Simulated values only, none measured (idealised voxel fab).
Process module under the name voxel transistor to metal
Section shown: cut. Width: 295 nm. Cell size: 5 nm, square.
Throughout this document, each cross-section is represented as a grid of square cells and is presented as a sequence of bands enumerated from the top downward, where a band comprises one or more rows of cells. Heads up on the band format: heights come first, top then bottom, in nm. After that it's the materials left to right, each with its width in nm. A single material flagged "throughout" fills the whole band edge to edge, and "empty" means there's empty space there. Height 0 is the level under which the wafer as received is all one material. The lowest band goes on downwards, as in "0 -> down". The width entry "30..40" should be interpreted row by row: the top row of cells in the band takes the first number, the bottom row takes the second number, and the change between adjacent rows is uniform throughout. No cell of the cross-section changed in a step that is given as "no change". "Fully sealed voids" specifies each empty space that is not open to the top and that occupies no fewer than 8 cells, using the form width x height at distance, the distance measured from the left edge and all three quantities in nm. Where a step's line continues beyond its settings, the continuation is a remark by the simulator itself on that step. Regarding "overlay nm": on a step with a mask, it is the distance the mask lay to the right of its planned place; a negative value places it to the left.

**Intended process steps**
1,RECEIVE with material Si
2,CONFORMAL_DEP with material SiO2, thk nm 5
3,CONFORMAL_DEP with material SiN, thk nm 10
4,MASKED_ETCH with tone cover, mask id ACTIVE, width nm 115, pitch nm 145, etch materials SiN, depth nm 10, overlay nm 0
5,MASKED_ETCH with tone cover, mask id ACTIVE, width nm 115, pitch nm 145, etch materials SiO2, depth nm 5, overlay nm 0
6,MASKED_ETCH with tone cover, mask id ACTIVE, width nm 115, pitch nm 145, etch materials Si, depth nm 30, overlay nm 0
7,OXIDIZE with depth nm 5
8,FILL_DEP with material SiO2, thk nm 5
9,CMP with height nm 15
10,SELECTIVE_ETCH with etch materials SiO2, depth nm 10
11,STRIP with etch materials SiN
12,SELECTIVE_ETCH with etch materials SiO2, depth nm 5
13,OXIDIZE with depth nm 5
14,DIRECTIONAL_DEP with material polySi, thk nm 25
15,DIRECTIONAL_DEP with material SiCN, thk nm 15
16,PATTERN with tone cover, mask id GATE, material resist, width nm 35, pitch nm 145, thk nm 15, overlay nm 0
17,DIRECTIONAL_ETCH with etch materials SiCN, depth nm 25
18,DIRECTIONAL_ETCH with etch materials polySi, depth nm 35
19,STRIP with etch materials resist
20,CONFORMAL_DEP with material SiO2, thk nm 5
21,DIRECTIONAL_ETCH with etch materials SiO2, depth nm 5
22,CONFORMAL_DEP with material SiN, thk nm 5
23,DIRECTIONAL_ETCH with etch materials SiN, depth nm 5
24,DIRECTIONAL_ETCH with etch materials SiO2, depth nm 5
25,EPI with material pSi, thk nm 5
26,FILL_DEP with material SiO2, thk nm 10
27,CMP with height nm 25
28,STRIP with etch materials polySi
29,SELECTIVE_ETCH with etch materials SiO2, depth nm 5
30,CONFORMAL_DEP with material HfO2, thk nm 5
31,CONFORMAL_DEP with material TiN, thk nm 5
32,FILL_DEP with material W, thk nm 10
33,CMP with height nm 20
34,DIRECTIONAL_DEP with material SiO2, thk nm 15
35,PATTERN with tone open, mask id CONTACT, material resist, width nm 15, thk nm 15, overlay nm 0
36,DIRECTIONAL_ETCH with etch materials SiO2, depth nm 35
37,STRIP with etch materials resist
38,CONFORMAL_DEP with material TiN, thk nm 5
39,FILL_DEP with material W, thk nm 5
40,CMP with height nm 35
41,CONFORMAL_DEP with material SiN, thk nm 5
42,DIRECTIONAL_DEP with material lowk, thk nm 15
43,MASKED_ETCH with tone open, mask id METAL_1, width nm 15, etch materials lowk, depth nm 15, overlay nm 0
44,MASKED_ETCH with tone open, mask id METAL_1, width nm 15, etch materials SiN, depth nm 5, overlay nm 0
45,CONFORMAL_DEP with material TiN, thk nm 5
46,FILL_DEP with material Ru, thk nm 5
47,CMP with height nm 55
48,EPI with material Ru, thk nm 5
49,FILL_DEP with material SiCN, thk nm 5
50,DIRECTIONAL_DEP with material SiO2, thk nm 35
51,MASKED_ETCH with tone open, mask id METAL_2, width nm 15, pitch nm 145, etch materials SiO2, depth nm 20, overlay nm 0
52,PATTERN with tone open, mask id METAL_2_HOLES, material resist, width nm 15, pitch nm 145, thk nm 15, overlay nm 0
53,DIRECTIONAL_ETCH with etch materials SiO2, depth nm 15
54,DIRECTIONAL_ETCH with etch materials SiCN, depth nm 5
55,STRIP with etch materials resist
56,CONFORMAL_DEP with material TiN, thk nm 5
57,FILL_DEP with material Cu, thk nm 10
58,CMP with height nm 100
59,CONFORMAL_DEP with material SiCN, thk nm 5

**First of two wafers - as planned**

**Incoming wafer in cross-section (state: after step 1)**
    0 -> down = Si throughout
    Fully sealed voids: none

**After step 2: wafer cross-section**
    5 -> 0 = SiO2 throughout
    Beneath the level 0, the cross-section is identical to its previous state.

**After step 3: wafer cross-section**
    15 -> 5 = SiN throughout
    Beneath the level 5, the cross-section is identical to its previous state.

**After step 4: wafer cross-section**
    15 -> 5 = empty (15), SiN (115), empty (30), SiN (115), empty (20)
    Beneath the level 5, the cross-section is identical to its previous state.

**After step 5: wafer cross-section**
    15 -> 5 = empty (15), SiN (115), empty (30), SiN (115), empty (20)
    5 -> 0 = empty (15), SiO2 (115), empty (30), SiO2 (115), empty (20)
    Beneath the level 0, the cross-section is identical to its previous state.

**After step 6: wafer cross-section**
    15 -> 5 = empty (15), SiN (115), empty (30), SiN (115), empty (20)
    5 -> 0 = empty (15), SiO2 (115), empty (30), SiO2 (115), empty (20)
    0 -> -30 = empty (15), Si (115), empty (30), Si (115), empty (20)
    Beneath the level -30, the cross-section is identical to its previous state.

**After step 7: wafer cross-section**
    15 -> 5 = empty (15), SiN (115), empty (30), SiN (115), empty (20)
    5 -> 0 = empty (15), SiO2 (115), empty (30), SiO2 (115), empty (20)
    0 -> -30 = empty (15), SiO2 (5), Si (105), SiO2 (5), empty (30), SiO2 (5), Si (105), SiO2 (5), empty (20)
    -30 -> -35 = SiO2 (20), Si (105), SiO2 (40), Si (105), SiO2 (25)
    Beneath the level -35, the cross-section is identical to its previous state.

**After step 8: wafer cross-section**
    20 -> 15 = SiO2 throughout
    15 -> 5 = SiO2 (15), SiN (115), SiO2 (30), SiN (115), SiO2 (20)
    5 -> 0 = SiO2 throughout
    0 -> -35 = SiO2 (20), Si (105), SiO2 (40), Si (105), SiO2 (25)
    Beneath the level -35, the cross-section is identical to its previous state.

**After step 9: wafer cross-section**
    15 -> 5 = SiO2 (15), SiN (115), SiO2 (30), SiN (115), SiO2 (20)
    Beneath the level 5, the cross-section is identical to its previous state.

**After step 10: wafer cross-section**
    15 -> 5 = empty (15), SiN (115), empty (30), SiN (115), empty (20)
    Beneath the level 5, the cross-section is identical to its previous state.

**After step 11: wafer cross-section**
    5 -> 0 = SiO2 throughout
    Beneath the level 0, the cross-section is identical to its previous state.

**After step 12: wafer cross-section**
    0 -> -35 = SiO2 (20), Si (105), SiO2 (40), Si (105), SiO2 (25)
    Beneath the level -35, the cross-section is identical to its previous state.

**After step 13: wafer cross-section**
    0 -> -5 = SiO2 throughout
    Beneath the level -5, the cross-section is identical to its previous state.

**After step 14: wafer cross-section**
    25 -> 0 = polySi throughout
    Beneath the level 0, the cross-section is identical to its previous state.

**After step 15: wafer cross-section**
    40 -> 25 = SiCN throughout
    Beneath the level 25, the cross-section is identical to its previous state.

**After step 16: wafer cross-section**
    55 -> 40 = empty (55), resist (35), empty (110), resist (35), empty (60)
    Beneath the level 40, the cross-section is identical to its previous state.

**After step 17: wafer cross-section**
    55 -> 40 = empty (55), resist (35), empty (110), resist (35), empty (60)
    40 -> 25 = empty (55), SiCN (35), empty (110), SiCN (35), empty (60)
    Beneath the level 25, the cross-section is identical to its previous state.

**After step 18: wafer cross-section**
    55 -> 40 = empty (55), resist (35), empty (110), resist (35), empty (60)
    40 -> 25 = empty (55), SiCN (35), empty (110), SiCN (35), empty (60)
    25 -> 0 = empty (55), polySi (35), empty (110), polySi (35), empty (60)
    Beneath the level 0, the cross-section is identical to its previous state.

**After step 19: wafer cross-section**
    40 -> 25 = empty (55), SiCN (35), empty (110), SiCN (35), empty (60)
    Beneath the level 25, the cross-section is identical to its previous state.

**After step 20: wafer cross-section**
    45 -> 40 = empty (50), SiO2 (45), empty (100), SiO2 (45), empty (55)
    40 -> 25 = empty (50), SiO2 (5), SiCN (35), SiO2 (5), empty (100), SiO2 (5), SiCN (35), SiO2 (5), empty (55)
    25 -> 5 = empty (50), SiO2 (5), polySi (35), SiO2 (5), empty (100), SiO2 (5), polySi (35), SiO2 (5), empty (55)
    5 -> 0 = SiO2 (55), polySi (35), SiO2 (110), polySi (35), SiO2 (60)
    Beneath the level 0, the cross-section is identical to its previous state.

**After step 21: wafer cross-section**
    40 -> 25 = empty (50), SiO2 (5), SiCN (35), SiO2 (5), empty (100), SiO2 (5), SiCN (35), SiO2 (5), empty (55)
    25 -> 0 = empty (50), SiO2 (5), polySi (35), SiO2 (5), empty (100), SiO2 (5), polySi (35), SiO2 (5), empty (55)
    Beneath the level 0, the cross-section is identical to its previous state.

**After step 22: wafer cross-section**
    45 -> 40 = empty (45), SiN (55), empty (90), SiN (55), empty (50)
    40 -> 25 = empty (45), SiN (5), SiO2 (5), SiCN (35), SiO2 (5), SiN (5), empty (90), SiN (5), SiO2 (5), SiCN (35), SiO2 (5), SiN (5), empty (50)
    25 -> 5 = empty (45), SiN (5), SiO2 (5), polySi (35), SiO2 (5), SiN (5), empty (90), SiN (5), SiO2 (5), polySi (35), SiO2 (5), SiN (5), empty (50)
    5 -> 0 = SiN (50), SiO2 (5), polySi (35), SiO2 (5), SiN (100), SiO2 (5), polySi (35), SiO2 (5), SiN (55)
    Beneath the level 0, the cross-section is identical to its previous state.

**After step 23: wafer cross-section**
    40 -> 25 = empty (45), SiN (5), SiO2 (5), SiCN (35), SiO2 (5), SiN (5), empty (90), SiN (5), SiO2 (5), SiCN (35), SiO2 (5), SiN (5), empty (50)
    25 -> 0 = empty (45), SiN (5), SiO2 (5), polySi (35), SiO2 (5), SiN (5), empty (90), SiN (5), SiO2 (5), polySi (35), SiO2 (5), SiN (5), empty (50)
    Beneath the level 0, the cross-section is identical to its previous state.

**After step 24: wafer cross-section**
    40 -> 35 = empty (45), SiN (5), empty (5), SiCN (35), empty (5), SiN (5), empty (90), SiN (5), empty (5), SiCN (35), empty (5), SiN (5), empty (50)
    35 -> 25 = empty (45), SiN (5), SiO2 (5), SiCN (35), SiO2 (5), SiN (5), empty (90), SiN (5), SiO2 (5), SiCN (35), SiO2 (5), SiN (5), empty (50)
    25 -> 0 = empty (45), SiN (5), SiO2 (5), polySi (35), SiO2 (5), SiN (5), empty (90), SiN (5), SiO2 (5), polySi (35), SiO2 (5), SiN (5), empty (50)
    0 -> -5 = empty (45), SiO2 (55), empty (90), SiO2 (55), empty (50)
    Beneath the level -5, the cross-section is identical to its previous state.

**After step 25: wafer cross-section**
    40 -> 35 = empty (45), SiN (5), empty (5), SiCN (35), empty (5), SiN (5), empty (90), SiN (5), empty (5), SiCN (35), empty (5), SiN (5), empty (50)
    35 -> 25 = empty (45), SiN (5), SiO2 (5), SiCN (35), SiO2 (5), SiN (5), empty (90), SiN (5), SiO2 (5), SiCN (35), SiO2 (5), SiN (5), empty (50)
    25 -> 0 = empty (45), SiN (5), SiO2 (5), polySi (35), SiO2 (5), SiN (5), empty (90), SiN (5), SiO2 (5), polySi (35), SiO2 (5), SiN (5), empty (50)
    0 -> -5 = empty (15), pSi (30), SiO2 (55), pSi (30), empty (30), pSi (30), SiO2 (55), pSi (30), empty (20)
    Beneath the level -5, the cross-section is identical to its previous state.

**After step 26: wafer cross-section**
    50 -> 40 = SiO2 throughout
    40 -> 25 = SiO2 (45), SiN (5), SiO2 (5), SiCN (35), SiO2 (5), SiN (5), SiO2 (90), SiN (5), SiO2 (5), SiCN (35), SiO2 (5), SiN (5), SiO2 (50)
    25 -> 0 = SiO2 (45), SiN (5), SiO2 (5), polySi (35), SiO2 (5), SiN (5), SiO2 (90), SiN (5), SiO2 (5), polySi (35), SiO2 (5), SiN (5), SiO2 (50)
    0 -> -5 = SiO2 (15), pSi (30), SiO2 (55), pSi (30), SiO2 (30), pSi (30), SiO2 (55), pSi (30), SiO2 (20)
    Beneath the level -5, the cross-section is identical to its previous state.

**After step 27: wafer cross-section**
    25 -> 0 = SiO2 (45), SiN (5), SiO2 (5), polySi (35), SiO2 (5), SiN (5), SiO2 (90), SiN (5), SiO2 (5), polySi (35), SiO2 (5), SiN (5), SiO2 (50)
    Beneath the level 0, the cross-section is identical to its previous state.

**After step 28: wafer cross-section**
    25 -> 0 = SiO2 (45), SiN (5), SiO2 (5), empty (35), SiO2 (5), SiN (5), SiO2 (90), SiN (5), SiO2 (5), empty (35), SiO2 (5), SiN (5), SiO2 (50)
    Beneath the level 0, the cross-section is identical to its previous state.

**After step 29: wafer cross-section**
    25 -> 20 = empty (45), SiN (5), empty (45), SiN (5), empty (90), SiN (5), empty (45), SiN (5), empty (50)
    20 -> 0 = SiO2 (45), SiN (5), empty (45), SiN (5), SiO2 (90), SiN (5), empty (45), SiN (5), SiO2 (50)
    0 -> -5 = SiO2 (15), pSi (30), SiO2 (5), empty (45), SiO2 (5), pSi (30), SiO2 (30), pSi (30), SiO2 (5), empty (45), SiO2 (5), pSi (30), SiO2 (20)
    Beneath the level -5, the cross-section is identical to its previous state.

**After step 30: wafer cross-section**
    30 -> 25 = empty (40), HfO2 (15), empty (35), HfO2 (15), empty (80), HfO2 (15), empty (35), HfO2 (15), empty (45)
    25 -> 20 = HfO2 (45), SiN (5), HfO2 (5), empty (35), HfO2 (5), SiN (5), HfO2 (90), SiN (5), HfO2 (5), empty (35), HfO2 (5), SiN (5), HfO2 (50)
    20 -> 0 = SiO2 (45), SiN (5), HfO2 (5), empty (35), HfO2 (5), SiN (5), SiO2 (90), SiN (5), HfO2 (5), empty (35), HfO2 (5), SiN (5), SiO2 (50)
    0 -> -5 = SiO2 (15), pSi (30), SiO2 (5), HfO2 (45), SiO2 (5), pSi (30), SiO2 (30), pSi (30), SiO2 (5), HfO2 (45), SiO2 (5), pSi (30), SiO2 (20)
    Beneath the level -5, the cross-section is identical to its previous state.

**After step 31: wafer cross-section**
    35 -> 30 = empty (35), TiN (25), empty (25), TiN (25), empty (70), TiN (25), empty (25), TiN (25), empty (40)
    30 -> 25 = TiN (40), HfO2 (15), TiN (5), empty (25), TiN (5), HfO2 (15), TiN (80), HfO2 (15), TiN (5), empty (25), TiN (5), HfO2 (15), TiN (45)
    25 -> 20 = HfO2 (45), SiN (5), HfO2 (5), TiN (5), empty (25), TiN (5), HfO2 (5), SiN (5), HfO2 (90), SiN (5), HfO2 (5), TiN (5), empty (25), TiN (5), HfO2 (5), SiN (5), HfO2 (50)
    20 -> 5 = SiO2 (45), SiN (5), HfO2 (5), TiN (5), empty (25), TiN (5), HfO2 (5), SiN (5), SiO2 (90), SiN (5), HfO2 (5), TiN (5), empty (25), TiN (5), HfO2 (5), SiN (5), SiO2 (50)
    5 -> 0 = SiO2 (45), SiN (5), HfO2 (5), TiN (35), HfO2 (5), SiN (5), SiO2 (90), SiN (5), HfO2 (5), TiN (35), HfO2 (5), SiN (5), SiO2 (50)
    Beneath the level 0, the cross-section is identical to its previous state.

**After step 32: wafer cross-section**
    45 -> 35 = W throughout
    35 -> 30 = W (35), TiN (25), W (25), TiN (25), W (70), TiN (25), W (25), TiN (25), W (40)
    30 -> 25 = TiN (40), HfO2 (15), TiN (5), W (25), TiN (5), HfO2 (15), TiN (80), HfO2 (15), TiN (5), W (25), TiN (5), HfO2 (15), TiN (45)
    25 -> 20 = HfO2 (45), SiN (5), HfO2 (5), TiN (5), W (25), TiN (5), HfO2 (5), SiN (5), HfO2 (90), SiN (5), HfO2 (5), TiN (5), W (25), TiN (5), HfO2 (5), SiN (5), HfO2 (50)
    20 -> 5 = SiO2 (45), SiN (5), HfO2 (5), TiN (5), W (25), TiN (5), HfO2 (5), SiN (5), SiO2 (90), SiN (5), HfO2 (5), TiN (5), W (25), TiN (5), HfO2 (5), SiN (5), SiO2 (50)
    Beneath the level 5, the cross-section is identical to its previous state.

**After step 33: wafer cross-section**
    20 -> 5 = SiO2 (45), SiN (5), HfO2 (5), TiN (5), W (25), TiN (5), HfO2 (5), SiN (5), SiO2 (90), SiN (5), HfO2 (5), TiN (5), W (25), TiN (5), HfO2 (5), SiN (5), SiO2 (50)
    Beneath the level 5, the cross-section is identical to its previous state.

**After step 34: wafer cross-section**
    35 -> 20 = SiO2 throughout
    Beneath the level 20, the cross-section is identical to its previous state.

**After step 35: wafer cross-section**
    50 -> 35 = resist (20), empty (15), resist (75), empty (15), resist (40), empty (15), resist (75), empty (15), resist (25)
    Beneath the level 35, the cross-section is identical to its previous state.

**After step 36: wafer cross-section**
    50 -> 35 = resist (20), empty (15), resist (75), empty (15), resist (40), empty (15), resist (75), empty (15), resist (25)
    35 -> 20 = SiO2 (20), empty (15), SiO2 (75), empty (15), SiO2 (40), empty (15), SiO2 (75), empty (15), SiO2 (25)
    20 -> 5 = SiO2 (20), empty (15), SiO2 (10), SiN (5), HfO2 (5), TiN (5), W (25), TiN (5), HfO2 (5), SiN (5), SiO2 (10), empty (15), SiO2 (40), empty (15), SiO2 (10), SiN (5), HfO2 (5), TiN (5), W (25), TiN (5), HfO2 (5), SiN (5), SiO2 (10), empty (15), SiO2 (25)
    5 -> 0 = SiO2 (20), empty (15), SiO2 (10), SiN (5), HfO2 (5), TiN (35), HfO2 (5), SiN (5), SiO2 (10), empty (15), SiO2 (40), empty (15), SiO2 (10), SiN (5), HfO2 (5), TiN (35), HfO2 (5), SiN (5), SiO2 (10), empty (15), SiO2 (25)
    Beneath the level 0, the cross-section is identical to its previous state.

**After step 37: wafer cross-section**
    35 -> 20 = SiO2 (20), empty (15), SiO2 (75), empty (15), SiO2 (40), empty (15), SiO2 (75), empty (15), SiO2 (25)
    Beneath the level 20, the cross-section is identical to its previous state.

**After step 38: wafer cross-section**
    40 -> 35 = TiN (25), empty (5), TiN (85), empty (5), TiN (50), empty (5), TiN (85), empty (5), TiN (30)
    35 -> 20 = SiO2 (20), TiN (5), empty (5), TiN (5), SiO2 (75), TiN (5), empty (5), TiN (5), SiO2 (40), TiN (5), empty (5), TiN (5), SiO2 (75), TiN (5), empty (5), TiN (5), SiO2 (25)
    20 -> 5 = SiO2 (20), TiN (5), empty (5), TiN (5), SiO2 (10), SiN (5), HfO2 (5), TiN (5), W (25), TiN (5), HfO2 (5), SiN (5), SiO2 (10), TiN (5), empty (5), TiN (5), SiO2 (40), TiN (5), empty (5), TiN (5), SiO2 (10), SiN (5), HfO2 (5), TiN (5), W (25), TiN (5), HfO2 (5), SiN (5), SiO2 (10), TiN (5), empty (5), TiN (5), SiO2 (25)
    5 -> 0 = SiO2 (20), TiN (15), SiO2 (10), SiN (5), HfO2 (5), TiN (35), HfO2 (5), SiN (5), SiO2 (10), TiN (15), SiO2 (40), TiN (15), SiO2 (10), SiN (5), HfO2 (5), TiN (35), HfO2 (5), SiN (5), SiO2 (10), TiN (15), SiO2 (25)
    Beneath the level 0, the cross-section is identical to its previous state.

**After step 39: wafer cross-section**
    45 -> 40 = W throughout
    40 -> 35 = TiN (25), W (5), TiN (85), W (5), TiN (50), W (5), TiN (85), W (5), TiN (30)
    35 -> 20 = SiO2 (20), TiN (5), W (5), TiN (5), SiO2 (75), TiN (5), W (5), TiN (5), SiO2 (40), TiN (5), W (5), TiN (5), SiO2 (75), TiN (5), W (5), TiN (5), SiO2 (25)
    20 -> 5 = SiO2 (20), TiN (5), W (5), TiN (5), SiO2 (10), SiN (5), HfO2 (5), TiN (5), W (25), TiN (5), HfO2 (5), SiN (5), SiO2 (10), TiN (5), W (5), TiN (5), SiO2 (40), TiN (5), W (5), TiN (5), SiO2 (10), SiN (5), HfO2 (5), TiN (5), W (25), TiN (5), HfO2 (5), SiN (5), SiO2 (10), TiN (5), W (5), TiN (5), SiO2 (25)
    Beneath the level 5, the cross-section is identical to its previous state.

**After step 40: wafer cross-section**
    35 -> 20 = SiO2 (20), TiN (5), W (5), TiN (5), SiO2 (75), TiN (5), W (5), TiN (5), SiO2 (40), TiN (5), W (5), TiN (5), SiO2 (75), TiN (5), W (5), TiN (5), SiO2 (25)
    Beneath the level 20, the cross-section is identical to its previous state.

**After step 41: wafer cross-section**
    40 -> 35 = SiN throughout
    Beneath the level 35, the cross-section is identical to its previous state.

**After step 42: wafer cross-section**
    55 -> 40 = lowk throughout
    Beneath the level 40, the cross-section is identical to its previous state.

**After step 43: wafer cross-section**
    55 -> 40 = lowk (20), empty (15), lowk (75), empty (15), lowk (40), empty (15), lowk (75), empty (15), lowk (25)
    Beneath the level 40, the cross-section is identical to its previous state.

**After step 44: wafer cross-section**
    55 -> 40 = lowk (20), empty (15), lowk (75), empty (15), lowk (40), empty (15), lowk (75), empty (15), lowk (25)
    40 -> 35 = SiN (20), empty (15), SiN (75), empty (15), SiN (40), empty (15), SiN (75), empty (15), SiN (25)
    Beneath the level 35, the cross-section is identical to its previous state.

**After step 45: wafer cross-section**
    60 -> 55 = TiN (25), empty (5), TiN (85), empty (5), TiN (50), empty (5), TiN (85), empty (5), TiN (30)
    55 -> 40 = lowk (20), TiN (5), empty (5), TiN (5), lowk (75), TiN (5), empty (5), TiN (5), lowk (40), TiN (5), empty (5), TiN (5), lowk (75), TiN (5), empty (5), TiN (5), lowk (25)
    40 -> 35 = SiN (20), TiN (15), SiN (75), TiN (15), SiN (40), TiN (15), SiN (75), TiN (15), SiN (25)
    Beneath the level 35, the cross-section is identical to its previous state.

**After step 46: wafer cross-section**
    65 -> 60 = Ru throughout
    60 -> 55 = TiN (25), Ru (5), TiN (85), Ru (5), TiN (50), Ru (5), TiN (85), Ru (5), TiN (30)
    55 -> 40 = lowk (20), TiN (5), Ru (5), TiN (5), lowk (75), TiN (5), Ru (5), TiN (5), lowk (40), TiN (5), Ru (5), TiN (5), lowk (75), TiN (5), Ru (5), TiN (5), lowk (25)
    Beneath the level 40, the cross-section is identical to its previous state.

**After step 47: wafer cross-section**
    55 -> 40 = lowk (20), TiN (5), Ru (5), TiN (5), lowk (75), TiN (5), Ru (5), TiN (5), lowk (40), TiN (5), Ru (5), TiN (5), lowk (75), TiN (5), Ru (5), TiN (5), lowk (25)
    Beneath the level 40, the cross-section is identical to its previous state.

**After step 48: wafer cross-section**
    60 -> 55 = empty (15), Ru (25), empty (65), Ru (25), empty (30), Ru (25), empty (65), Ru (25), empty (20)
    Beneath the level 55, the cross-section is identical to its previous state.

**After step 49: wafer cross-section**
    65 -> 60 = SiCN throughout
    60 -> 55 = SiCN (15), Ru (25), SiCN (65), Ru (25), SiCN (30), Ru (25), SiCN (65), Ru (25), SiCN (20)
    Beneath the level 55, the cross-section is identical to its previous state.

**After step 50: wafer cross-section**
    100 -> 65 = SiO2 throughout
    Beneath the level 65, the cross-section is identical to its previous state.

**After step 51: wafer cross-section**
    100 -> 80 = SiO2 (20), empty (15), SiO2 (130), empty (15), SiO2 (115)
    Beneath the level 80, the cross-section is identical to its previous state.

**After step 52: wafer cross-section**
    115 -> 100 = resist (20), empty (15), resist (130), empty (15), resist (115)
    Beneath the level 100, the cross-section is identical to its previous state.

**After step 53: wafer cross-section**
    115 -> 100 = resist (20), empty (15), resist (130), empty (15), resist (115)
    100 -> 65 = SiO2 (20), empty (15), SiO2 (130), empty (15), SiO2 (115)
    Beneath the level 65, the cross-section is identical to its previous state.

**After step 54: wafer cross-section**
    115 -> 100 = resist (20), empty (15), resist (130), empty (15), resist (115)
    100 -> 65 = SiO2 (20), empty (15), SiO2 (130), empty (15), SiO2 (115)
    65 -> 60 = SiCN (20), empty (15), SiCN (130), empty (15), SiCN (115)
    Beneath the level 60, the cross-section is identical to its previous state.

**After step 55: wafer cross-section**
    100 -> 65 = SiO2 (20), empty (15), SiO2 (130), empty (15), SiO2 (115)
    Beneath the level 65, the cross-section is identical to its previous state.

**After step 56: wafer cross-section**
    105 -> 100 = TiN (25), empty (5), TiN (140), empty (5), TiN (120)
    100 -> 65 = SiO2 (20), TiN (5), empty (5), TiN (5), SiO2 (130), TiN (5), empty (5), TiN (5), SiO2 (115)
    65 -> 60 = SiCN (20), TiN (15), SiCN (130), TiN (15), SiCN (115)
    Beneath the level 60, the cross-section is identical to its previous state.

**After step 57: wafer cross-section**
    115 -> 105 = Cu throughout
    105 -> 100 = TiN (25), Cu (5), TiN (140), Cu (5), TiN (120)
    100 -> 65 = SiO2 (20), TiN (5), Cu (5), TiN (5), SiO2 (130), TiN (5), Cu (5), TiN (5), SiO2 (115)
    Beneath the level 65, the cross-section is identical to its previous state.

**After step 58: wafer cross-section**
    100 -> 65 = SiO2 (20), TiN (5), Cu (5), TiN (5), SiO2 (130), TiN (5), Cu (5), TiN (5), SiO2 (115)
    Beneath the level 65, the cross-section is identical to its previous state.

**After step 59: wafer cross-section**
    105 -> 100 = SiCN throughout
    Beneath the level 100, the cross-section is identical to its previous state.

**Companion wafer, the second of two: same beginning, same intended sequence, one mistake in carrying it out; through step 51 inclusive it tracks the first exactly**

**Second wafer: cross-section at the scheduled end of step 52**
    115 -> 100 = resist (20), empty (20), resist (125), empty (20), resist (110)
    Beneath the level 100, the cross-section is identical to its previous state.

**Second wafer: cross-section at the scheduled end of step 53**
    115 -> 100 = resist (20), empty (20), resist (125), empty (20), resist (110)
    100 -> 85 = SiO2 (20), empty (20), SiO2 (125), empty (20), SiO2 (110)
    85 -> 65 = SiO2 (20), empty (15), SiO2 (130), empty (15), SiO2 (115)
    Beneath the level 65, the cross-section is identical to its previous state.

**Second wafer: cross-section at the scheduled end of step 54**
    115 -> 100 = resist (20), empty (20), resist (125), empty (20), resist (110)
    100 -> 85 = SiO2 (20), empty (20), SiO2 (125), empty (20), SiO2 (110)
    85 -> 65 = SiO2 (20), empty (15), SiO2 (130), empty (15), SiO2 (115)
    65 -> 60 = SiCN (20), empty (15), SiCN (130), empty (15), SiCN (115)
    Beneath the level 60, the cross-section is identical to its previous state.

**Second wafer: cross-section at the scheduled end of step 55**
    100 -> 85 = SiO2 (20), empty (20), SiO2 (125), empty (20), SiO2 (110)
    Beneath the level 85, the cross-section is identical to its previous state.

**Second wafer: cross-section at the scheduled end of step 56**
    105 -> 100 = TiN (25), empty (10), TiN (135), empty (10), TiN (115)
    100 -> 90 = SiO2 (20), TiN (5), empty (10), TiN (5), SiO2 (125), TiN (5), empty (10), TiN (5), SiO2 (110)
    90 -> 85 = SiO2 (20), TiN (5), empty (5), TiN (10), SiO2 (125), TiN (5), empty (5), TiN (10), SiO2 (110)
    85 -> 65 = SiO2 (20), TiN (5), empty (5), TiN (5), SiO2 (130), TiN (5), empty (5), TiN (5), SiO2 (115)
    65 -> 60 = SiCN (20), TiN (15), SiCN (130), TiN (15), SiCN (115)
    Beneath the level 60, the cross-section is identical to its previous state.

**Second wafer: cross-section at the scheduled end of step 57**
    115 -> 105 = Cu throughout
    105 -> 100 = TiN (25), Cu (10), TiN (135), Cu (10), TiN (115)
    100 -> 90 = SiO2 (20), TiN (5), Cu (10), TiN (5), SiO2 (125), TiN (5), Cu (10), TiN (5), SiO2 (110)
    90 -> 85 = SiO2 (20), TiN (5), Cu (5), TiN (10), SiO2 (125), TiN (5), Cu (5), TiN (10), SiO2 (110)
    85 -> 65 = SiO2 (20), TiN (5), Cu (5), TiN (5), SiO2 (130), TiN (5), Cu (5), TiN (5), SiO2 (115)
    Beneath the level 65, the cross-section is identical to its previous state.

**Second wafer: cross-section at the scheduled end of step 58**
    100 -> 90 = SiO2 (20), TiN (5), Cu (10), TiN (5), SiO2 (125), TiN (5), Cu (10), TiN (5), SiO2 (110)
    Beneath the level 90, the cross-section is identical to its previous state.

**Second wafer: cross-section at the scheduled end of step 59**
    105 -> 100 = SiCN throughout
    Beneath the level 100, the cross-section is identical to its previous state.
What was done differently from what was planned? step 52: run off-plan, actual operation and settings PATTERN with tone open, mask id METAL_2_HOLES, material resist, width nm 20, pitch nm 145, thk nm 15, overlay nm 0
Wrapping up, a cell-based count of both wafers puts the second over or under the first for these materials: Cu: 4 more | SiO2: 6 fewer | TiN: 2 more
